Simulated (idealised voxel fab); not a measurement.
You're looking at the process module voxel trench capacitor.
It is cross-section cut that appears here, measuring 165 nm in width, its square cells being 5 nm in size.
Cross-section = grid of square cells, listed top down in bands; band = one or more rows. First you get the band's top height and its bottom height, in nm, and then the materials it's made of, left to right, with each width in nm. If you see a single material with "edge to edge", that one covers the band edge to edge. "air" is empty space. Below 0: as-received wafer, all one material; heights counted from there. Lowest band: no bottom, goes on down, written "z 0 and below". When a width is written as two numbers, as in "30->40", the first number is the width in the top row of cells of the band and the second is the width in its bottom row, and the width changes by the same amount from each row to the next. No cell of the cross-section changed in a step that is given as "identical to before". "Sealed internal voids" contains a list of empty spaces, each no smaller than 8 cells and without an open way to the top, written in the form width x height at distance with the distance from the left edge and all three in nm. That trailing text on a step's line, after the settings, is the simulator's own remark on the step. The setting "overlay nm" may be written on the line of a step. When the step uses a mask, the value reports how far to the right of the planned place the mask lay, and a negative value reports that it lay to the left.

The process steps that were planned are listed below
1: RECEIVE,material Si
2: CONFORMAL_DEP,material SiN,thk nm 10
3: DIRECTIONAL_DEP,material aC,thk nm 5
4: PATTERN,tone open,mask id TRENCH,material resist,width nm 25,pitch nm 50,thk nm 30,overlay nm 0
5: DIRECTIONAL_ETCH,etch materials aC,depth nm 10
6: STRIP,etch materials resist
7: DIRECTIONAL_ETCH,etch materials SiN,depth nm 10
8: DIRECTIONAL_ETCH,etch materials Si,depth nm 30
9: STRIP,etch materials aC
10: CONFORMAL_DEP,material HfO2,thk nm 5
11: CONFORMAL_DEP,material TiN,thk nm 5
12: FILL_DEP,material W,thk nm 5
13: CMP,height nm 10
Heads up: all these wafers start the same, and what changes between them is the thk nm in step 3. The value you see in the plan is just what the first wafer got.

Step 1 complete: as-received cross-section of the first of several wafers
    z 0 and below: Si edge to edge
    Sealed internal voids: none

End of the module, past its last step, step 13: how the first of several wafers looks in cross-section
    z 10 to 0: 45 of SiN, 5 of HfO2, 5 of TiN, 5 of W, 5 of TiN, 5 of HfO2, 25 of SiN, 5 of HfO2, 5 of TiN, 5 of W, 5 of TiN, 5 of HfO2, 45 of SiN
    z 0 to -20: 45 of Si, 5 of HfO2, 5 of TiN, 5 of W, 5 of TiN, 5 of HfO2, 25 of Si, 5 of HfO2, 5 of TiN, 5 of W, 5 of TiN, 5 of HfO2, 45 of Si
    z -20 to -25: 45 of Si, 5 of HfO2, 15 of TiN, 5 of HfO2, 25 of Si, 5 of HfO2, 15 of TiN, 5 of HfO2, 45 of Si
    z -25 to -30: 45 of Si, 25 of HfO2, 25 of Si, 25 of HfO2, 45 of Si
    z -30 and below: Si edge to edge
    Sealed internal voids: none

So this is the cross-section on the last wafer at the end of the module
    z 10 to 0: SiN edge to edge
    z 0 and below: Si edge to edge
    Sealed internal voids: none

Rows = wafers. At module end, each row lists per material the cells gained (+) or lost (-) since the wafer was received, then the closed voids
thk nm 5; +38 HfO2; -60 Si; +46 SiN; +30 TiN; +12 W; Sealed internal voids: none
thk nm 10; +38 HfO2; -60 Si; +46 SiN; +30 TiN; +12 W; Sealed internal voids: none
thk nm 15; +66 SiN; Sealed internal voids: none
thk nm 20; +66 SiN; Sealed internal voids: none
thk nm 25; +66 SiN; Sealed internal voids: none
